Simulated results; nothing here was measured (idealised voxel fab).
Presented below is a process module, voxel transistor to metal.
Each square cell in cross-section cut measures 5 nm, and the section as a whole is 185 nm wide.
The cross-sections in this document take the form of a grid made of square cells. They are written out as bands, in order from top to bottom. Each band consists of one or more rows of cells.
The entry gives the band's vertical extent as a top height and a bottom height in nm, then its horizontal make-up as materials from left to right, each with a width in nm. "blank" stands for empty space; a single material marked "all across" fills the band edge to edge.
Zero point of the height axis is 0; under it, received wafer = one material. Lowest band: continues down indefinitely, "0 nm and below".
Quick explanation for "30..40": the width changes in equal steps down the rows of cells, from the first number in the band's top row to the second number in its bottom row.
A step reported as "remains unaltered" is a step in which no cell of the cross-section changed.
"Non-vented voids" enumerates empty spaces isolated from the top, with no open way to it, that contain at least 8 cells, giving each as width x height at distance from the left edge, all three in nm.
Past the settings on a step's line: simulator remark, on that step.
overlay nm: mask offset rightward from planned place, masked step; negative means leftward offset.
INTENDED PROCESS STEPS
1,RECEIVE | material Si
2,CONFORMAL_DEP | material SiO2 | thk nm 5
3,CONFORMAL_DEP | material SiN | thk nm 10
4,PATTERN | tone cover | mask id ACTIVE | material resist | width nm 85 | thk nm 20 | overlay nm 0
5,DIRECTIONAL_ETCH | etch materials SiN | depth nm 10
6,DIRECTIONAL_ETCH | etch materials SiO2 | depth nm 5
7,DIRECTIONAL_ETCH | etch materials Si | depth nm 20
8,STRIP | etch materials resist
9,OXIDIZE | depth nm 5
10,FILL_DEP | material SiO2 | thk nm 15
11,CMP | height nm 15
12,SELECTIVE_ETCH | etch materials SiO2 | depth nm 5
13,STRIP | etch materials SiN
14,SELECTIVE_ETCH | etch materials SiO2 | depth nm 5
15,OXIDIZE | depth nm 5
16,DIRECTIONAL_DEP | material polySi | thk nm 25
17,DIRECTIONAL_DEP | material SiCN | thk nm 15
18,DIRECTIONAL_DEP | material aC | thk nm 10
19,PATTERN | tone cover | mask id GATE | material resist | width nm 15 | thk nm 25 | overlay nm 0
20,DIRECTIONAL_ETCH | etch materials aC | depth nm 10
21,STRIP | etch materials resist
22,DIRECTIONAL_ETCH | etch materials SiCN | depth nm 25
23,DIRECTIONAL_ETCH | etch materials polySi | depth nm 35
24,STRIP | etch materials aC
25,CONFORMAL_DEP | material SiN | thk nm 10
26,DIRECTIONAL_ETCH | etch materials SiN | depth nm 10
27,DIRECTIONAL_ETCH | etch materials SiO2 | depth nm 5
28,EPI | material SiGe | thk nm 5
29,FILL_DEP | material SiO2 | thk nm 10
30,CMP | height nm 40
31,DIRECTIONAL_DEP | material SiO2 | thk nm 15
32,MASKED_ETCH | tone open | mask id CONTACT | width nm 15 | pitch nm 60 | etch materials SiO2 | depth nm 55 | overlay nm 0
33,CONFORMAL_DEP | material TiN | thk nm 5
34,FILL_DEP | material W | thk nm 5
35,CMP | height nm 55
36,CONFORMAL_DEP | material SiCN | thk nm 5
37,DIRECTIONAL_DEP | material SiO2 | thk nm 20
38,PATTERN | tone open | mask id METAL_1 | material resist | width nm 15 | pitch nm 60 | thk nm 15 | overlay nm 0
39,DIRECTIONAL_ETCH | etch materials SiO2 | depth nm 20
40,DIRECTIONAL_ETCH | etch materials SiCN | depth nm 5
41,STRIP | etch materials resist
42,CONFORMAL_DEP | material TiN | thk nm 5
43,FILL_DEP | material Cu | thk nm 5
44,CMP | height nm 80
45,CONFORMAL_DEP | material SiN | thk nm 5
CROSS-SECTION, INCOMING MATERIAL, AFTER STEP 1
0 nm and below | Si all across
Non-vented voids: none
THE PLAN ABOVE WAS CARRIED OUT ON THE STARTING STRUCTURE ABOVE WITH ONE MISTAKE, AND THIS CROSS-SECTION SHOWS THE WAFER AT THE END OF THE MODULE
85 nm to 80 nm | SiN all across
80 nm to 60 nm | SiO2=55 / TiN=5 / Cu=5 / TiN=5 / SiO2=45 / TiN=5 / Cu=5 / TiN=5 / SiO2=55
60 nm to 55 nm | SiCN=55 / TiN=15 / SiCN=45 / TiN=15 / SiCN=55
55 nm to 40 nm | SiO2=55 / TiN=5 / W=5 / TiN=5 / SiO2=45 / TiN=5 / W=5 / TiN=5 / SiO2=55
40 nm to 20 nm | SiO2=55 / TiN=5 / W=5 / TiN=5 / SiO2=5 / SiN=10 / polySi=15 / SiN=10 / SiO2=5 / TiN=5 / W=5 / TiN=5 / SiO2=55
20 nm to 15 nm | SiO2=55 / TiN=15 / SiO2=45 / TiN=15 / SiO2=55
15 nm to 5 nm | SiO2=50 / SiN=85 / SiO2=50
5 nm to 0 nm | SiO2 all across
0 nm to -25 nm | SiO2=55 / Si=75 / SiO2=55
-25 nm and below | Si all across
Non-vented voids: none
Here's what went sideways: skipped: plan step 11 (never run)
